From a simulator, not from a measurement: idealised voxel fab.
This section sets out a process module, namely voxel spacer lines.
295 nm wide, 5 nm square cells: that's cross-section cut.
Format of a cross-section: grid, square cells. Given as bands. Order: top down. Band: one or more rows of cells.
Band entry format. Leading values: height of top, height of bottom, nm. Remainder: materials in left-to-right order, each with its width in nm. Special words: "everywhere" on a single material, which then fills the band edge to edge; "blank", empty space.
The reference from which all heights are counted is 0, the level beneath which the as-received wafer is entirely one material; the lowest band, having no lower bound, proceeds downward and is written after the example "z 0 and below".
Per-row width for "30 to 40": begins at first number (top row of band), ends at second number (bottom row), increment between rows held constant.
For the purposes of this document, the phrase "nothing altered" attached to a step denotes that no cell within the cross-section was modified by that step.
"Trapped cavities": empty spaces of 8 cells or more with no open way to the top, each given as width x height at distance, distance from the left edge, all in nm.
On each step's line, the part that comes after the settings is the simulator's own comment on the step.
overlay nm: for a step with a mask, the amount by which the mask lay right of where it was planned; a negative amount means left of it.

[Planned step list for the process]
1: RECEIVE (material Si)
2: CONFORMAL_DEP (material Al2O3; thk nm 10)
3: DIRECTIONAL_DEP (material TiN; thk nm 10)
4: DIRECTIONAL_DEP (material aC; thk nm 20)
5: PATTERN (tone cover; mask id MANDREL; material resist; width nm 25; pitch nm 70; thk nm 25; overlay nm 0)
6: DIRECTIONAL_ETCH (etch materials aC; depth nm 20)
7: STRIP (etch materials resist)
8: CONFORMAL_DEP (material SiO2; thk nm 10)
9: DIRECTIONAL_ETCH (etch materials SiO2; depth nm 10)
10: STRIP (etch materials aC)
11: DIRECTIONAL_ETCH (etch materials TiN; depth nm 10)
12: STRIP (etch materials SiO2)
13: FILL_DEP (material SiO2; thk nm 5)
14: CMP (height nm 20)

[First wafer out of two, processed as planned]

[Wafer at receipt (post step 1), cross-section]
	z 0 and below: Si everywhere
	Trapped cavities: none

[How the wafer stands in section after step 2]
	z 10 to 0: Al2O3 everywhere
	Note: structure below 0 unchanged.

[How the wafer stands in section after step 3]
	z 20 to 10: TiN everywhere
	Note: structure below 10 unchanged.

[How the wafer stands in section after step 4]
	z 40 to 20: aC everywhere
	Note: structure below 20 unchanged.

[How the wafer stands in section after step 5]
	z 65 to 40: blank 65 / resist 25 / blank 45 / resist 25 / blank 45 / resist 25 / blank 65
	Note: structure below 40 unchanged.

[How the wafer stands in section after step 6]
	z 45 to 40: blank 65 / resist 25 / blank 45 / resist 25 / blank 45 / resist 25 / blank 65
	z 40 to 20: blank 65 / aC 25 / blank 45 / aC 25 / blank 45 / aC 25 / blank 65
	Note: structure below 20 unchanged.

[How the wafer stands in section after step 7]
	z 40 to 20: blank 65 / aC 25 / blank 45 / aC 25 / blank 45 / aC 25 / blank 65
	Note: structure below 20 unchanged.

[How the wafer stands in section after step 8]
	z 50 to 40: blank 55 / SiO2 45 / blank 25 / SiO2 45 / blank 25 / SiO2 45 / blank 55
	z 40 to 30: blank 55 / SiO2 10 / aC 25 / SiO2 10 / blank 25 / SiO2 10 / aC 25 / SiO2 10 / blank 25 / SiO2 10 / aC 25 / SiO2 10 / blank 55
	z 30 to 20: SiO2 65 / aC 25 / SiO2 45 / aC 25 / SiO2 45 / aC 25 / SiO2 65
	Note: structure below 20 unchanged.

[How the wafer stands in section after step 9]
	z 40 to 20: blank 55 / SiO2 10 / aC 25 / SiO2 10 / blank 25 / SiO2 10 / aC 25 / SiO2 10 / blank 25 / SiO2 10 / aC 25 / SiO2 10 / blank 55
	Note: structure below 20 unchanged.

[How the wafer stands in section after step 10]
	z 40 to 20: blank 55 / SiO2 10 / blank 25 / SiO2 10 / blank 25 / SiO2 10 / blank 25 / SiO2 10 / blank 25 / SiO2 10 / blank 25 / SiO2 10 / blank 55
	Note: structure below 20 unchanged.

[How the wafer stands in section after step 11]
	z 40 to 20: blank 55 / SiO2 10 / blank 25 / SiO2 10 / blank 25 / SiO2 10 / blank 25 / SiO2 10 / blank 25 / SiO2 10 / blank 25 / SiO2 10 / blank 55
	z 20 to 10: blank 55 / TiN 10 / blank 25 / TiN 10 / blank 25 / TiN 10 / blank 25 / TiN 10 / blank 25 / TiN 10 / blank 25 / TiN 10 / blank 55
	Note: structure below 10 unchanged.

[How the wafer stands in section after step 12]
	z 20 to 10: blank 55 / TiN 10 / blank 25 / TiN 10 / blank 25 / TiN 10 / blank 25 / TiN 10 / blank 25 / TiN 10 / blank 25 / TiN 10 / blank 55
	Note: structure below 10 unchanged.

[How the wafer stands in section after step 13]
	z 25 to 20: SiO2 everywhere
	z 20 to 10: SiO2 55 / TiN 10 / SiO2 25 / TiN 10 / SiO2 25 / TiN 10 / SiO2 25 / TiN 10 / SiO2 25 / TiN 10 / SiO2 25 / TiN 10 / SiO2 55
	Note: structure below 10 unchanged.

[How the wafer stands in section after step 14]
	z 20 to 10: SiO2 55 / TiN 10 / SiO2 25 / TiN 10 / SiO2 25 / TiN 10 / SiO2 25 / TiN 10 / SiO2 25 / TiN 10 / SiO2 25 / TiN 10 / SiO2 55
	Note: structure below 10 unchanged.

[Regarding the second of the two wafers: it shared the first wafer's starting condition and process plan, yet one error occurred during its execution. Its history coincides with that of the first wafer up to and including step 12]

[Cross-sectional view of the second wafer at the intended end time of process step 13]
	z 30 to 20: SiO2 everywhere
	z 20 to 10: SiO2 55 / TiN 10 / SiO2 25 / TiN 10 / SiO2 25 / TiN 10 / SiO2 25 / TiN 10 / SiO2 25 / TiN 10 / SiO2 25 / TiN 10 / SiO2 55
	Note: structure below 10 unchanged.

[Cross-sectional view of the second wafer at the intended end time of process step 14]
	z 20 to 10: SiO2 55 / TiN 10 / SiO2 25 / TiN 10 / SiO2 25 / TiN 10 / SiO2 25 / TiN 10 / SiO2 25 / TiN 10 / SiO2 25 / TiN 10 / SiO2 55
	Note: structure below 10 unchanged.
Heads up, the wafer didn't run the way we planned it: execution of plan step 13 occurred twice
Outcome: the two wafer cross-sections end up identical, and the model's computation is unaffected by the mistake.
